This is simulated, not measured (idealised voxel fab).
Herein follows the process module entitled voxel fin reveal.
Section shown: cut. Width: 210 nm. Cell size: 5 nm, square.
We lay out every cross-section as a grid of square cells and spell it out in bands from the top down, where one band means one or more rows of cells. Top height, bottom height, nm. Materials left to right, width each, nm. Single material + "throughout" = fills band edge to edge. "blank" = empty. A quick word on heights: they are counted from 0, and under that level the wafer as it came to us is one material throughout. The lowest band is different from the rest in having no bottom; it simply continues downward, written as in "z 0 and below". Width: "30 to 40" (first number = top row, second number = bottom row, same change from row to row of cells). Take "no change occurred" at face value: in the step it is given for, the cross-section changed in none of its cells. Listed in "Completely sealed voids": every empty space of 8 or more cells without an open way to the top. Form: width x height at distance, the distance being from the left edge, all in nm. On a step's line, text after the settings is the simulator commenting on that step. If you see "overlay nm" on a step's line and that step has a mask, it's telling you how far right of where it was planned the mask ended up; a negative number means it went left instead.

Steps planned for the process
1,RECEIVE | material Si
2,CONFORMAL_DEP | material SiN | thk nm 10
3,PATTERN | tone cover | mask id FINS | material resist | width nm 15 | pitch nm 40 | thk nm 20 | overlay nm 0
4,DIRECTIONAL_ETCH | etch materials SiN | depth nm 10
5,DIRECTIONAL_ETCH | etch materials Si | depth nm 40
6,STRIP | etch materials resist
7,OXIDIZE | depth nm 5
8,FILL_DEP | material SiO2 | thk nm 5
9,CMP | height nm 10
10,SELECTIVE_ETCH | etch materials SiO2 | depth nm 20
11,STRIP | etch materials SiN
12,CONFORMAL_DEP | material HfO2 | thk nm 5

Here's what the wafer looked like in cross-section when it arrived - that's after step 1
- z 0 and below: Si throughout
- Completely sealed voids: none

End-of-module cross-section of the first of two wafers, processed as planned
- z 5 to 0: blank: 55, then HfO2: 15, then blank: 25, then HfO2: 15, then blank: 25, then HfO2: 15, then blank: 60
- z 0 to -5: blank: 55, then HfO2: 5, then Si: 5, then HfO2: 5, then blank: 25, then HfO2: 5, then Si: 5, then HfO2: 5, then blank: 25, then HfO2: 5, then Si: 5, then HfO2: 5, then blank: 60
- z -5 to -10: HfO2: 60, then Si: 5, then HfO2: 35, then Si: 5, then HfO2: 35, then Si: 5, then HfO2: 65
- z -10 to -45: SiO2: 60, then Si: 5, then SiO2: 35, then Si: 5, then SiO2: 35, then Si: 5, then SiO2: 65
- z -45 and below: Si throughout
- Completely sealed voids: none

The second wafer, shown in cross-section after the module: started the same way as the first and given the same plan, yet one mistake crept into how it was run
- z 5 to 0: blank: 60, then HfO2: 15, then blank: 25, then HfO2: 15, then blank: 25, then HfO2: 15, then blank: 55
- z 0 to -5: blank: 60, then HfO2: 5, then Si: 5, then HfO2: 5, then blank: 25, then HfO2: 5, then Si: 5, then HfO2: 5, then blank: 25, then HfO2: 5, then Si: 5, then HfO2: 5, then blank: 55
- z -5 to -10: HfO2: 65, then Si: 5, then HfO2: 35, then Si: 5, then HfO2: 35, then Si: 5, then HfO2: 60
- z -10 to -45: SiO2: 65, then Si: 5, then SiO2: 35, then Si: 5, then SiO2: 35, then Si: 5, then SiO2: 60
- z -45 and below: Si throughout
- Completely sealed voids: none
What was the processing mistake? step 3 ran with different settings than intended, the actual operation and settings being PATTERN | tone cover | mask id FINS | material resist | width nm 15 | pitch nm 40 | thk nm 20 | overlay nm 5
Final state: per-material cell counts identical on both wafers; locations differ.
